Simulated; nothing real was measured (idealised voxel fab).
A process module follows: voxel air gaps.
Displayed cross-section: cut, width of 210 nm, square cells sized 5 nm.
This document writes a cross-section as a grid whose cells are square, and gives it as bands, listed from the top down; one or more rows of cells form a band.
Each band's line starts with the height of the band's top and of its bottom, in nm. Then come its materials from left to right, each with its width in nm. One material with "edge to edge" fills the band from edge to edge. "empty" is empty space.
We count height from 0. Below that, the starting wafer is all one material. The lowest band never ends at the bottom but goes on down; see "0..down" for how that is written.
Quick explanation for "30->40": the width changes in equal steps down the rows of cells, from the first number in the band's top row to the second number in its bottom row.
"nothing changed" for a step: no cell of the cross-section changed in that step.
Basically, "Closed void list" tells you about the enclosed voids: empty spaces with no open way to the top, 8 cells or bigger, each written width x height at distance, where distance is from the left edge, all in nm.
Heads up: the bit after the settings on a step's line is the simulator's remark on that step.
overlay nm: right-of-plan distance of the mask on a masked step; negative values mean left-of-plan.

# The steps planned for the process are as follows
step 1: op RECEIVE | material Si
step 2: op CONFORMAL_DEP | material SiO2 | thk nm 15
step 3: op CONFORMAL_DEP | material SiN | thk nm 5
step 4: op DIRECTIONAL_DEP | material SiO2 | thk nm 40
step 5: op PATTERN | tone open | mask id LINES | material resist | width nm 15 | pitch nm 45 | thk nm 20 | overlay nm 0
step 6: op DIRECTIONAL_ETCH | etch materials SiO2 | depth nm 40
step 7: op STRIP | etch materials resist
step 8: op CONFORMAL_DEP | material TiN | thk nm 5
step 9: op FILL_DEP | material W | thk nm 5
step 10: op CMP | height nm 60
step 11: op EPI | material Ru | thk nm 10
step 12: op SELECTIVE_ETCH | etch materials SiO2 | depth nm 50
step 13: op CONFORMAL_DEP | material SiN | thk nm 5

# Received-state cross-section, reflecting completion of step 1
> 0..down: Si edge to edge
> Closed void list: none

# Final wafer profile in cross-section after the module, from the same start and plan as above, with one mistake made during processing
> 75..70: empty: 15 / SiN: 180 / empty: 15
> 70..60: empty: 15 / SiN: 5 / Ru: 35 / SiN: 10 / Ru: 35 / SiN: 10 / Ru: 35 / SiN: 10 / Ru: 35 / SiN: 5 / empty: 15
> 60..55: empty: 15 / SiN: 15 / Ru: 5 / W: 5 / Ru: 5 / SiN: 30 / Ru: 5 / W: 5 / Ru: 5 / SiN: 30 / Ru: 5 / W: 5 / Ru: 5 / SiN: 30 / Ru: 5 / W: 5 / Ru: 5 / SiN: 15 / empty: 15
> 55..25: empty: 25 / SiN: 5 / Ru: 5 / W: 5 / Ru: 5 / SiN: 5 / empty: 20 / SiN: 5 / Ru: 5 / W: 5 / Ru: 5 / SiN: 5 / empty: 20 / SiN: 5 / Ru: 5 / W: 5 / Ru: 5 / SiN: 5 / empty: 20 / SiN: 5 / Ru: 5 / W: 5 / Ru: 5 / SiN: 5 / empty: 25
> 25..20: SiN: 30 / Ru: 15 / SiN: 30 / Ru: 15 / SiN: 30 / Ru: 15 / SiN: 30 / Ru: 15 / SiN: 30
> 20..15: SiN edge to edge
> 15..0: SiO2 edge to edge
> 0..down: Si edge to edge
> Closed void list: 20 x 30 at 50; 20 x 30 at 95; 20 x 30 at 140
Where did the run depart from the plan? step 8 was not run as planned; what actually ran was op CONFORMAL_DEP | material Ru | thk nm 5
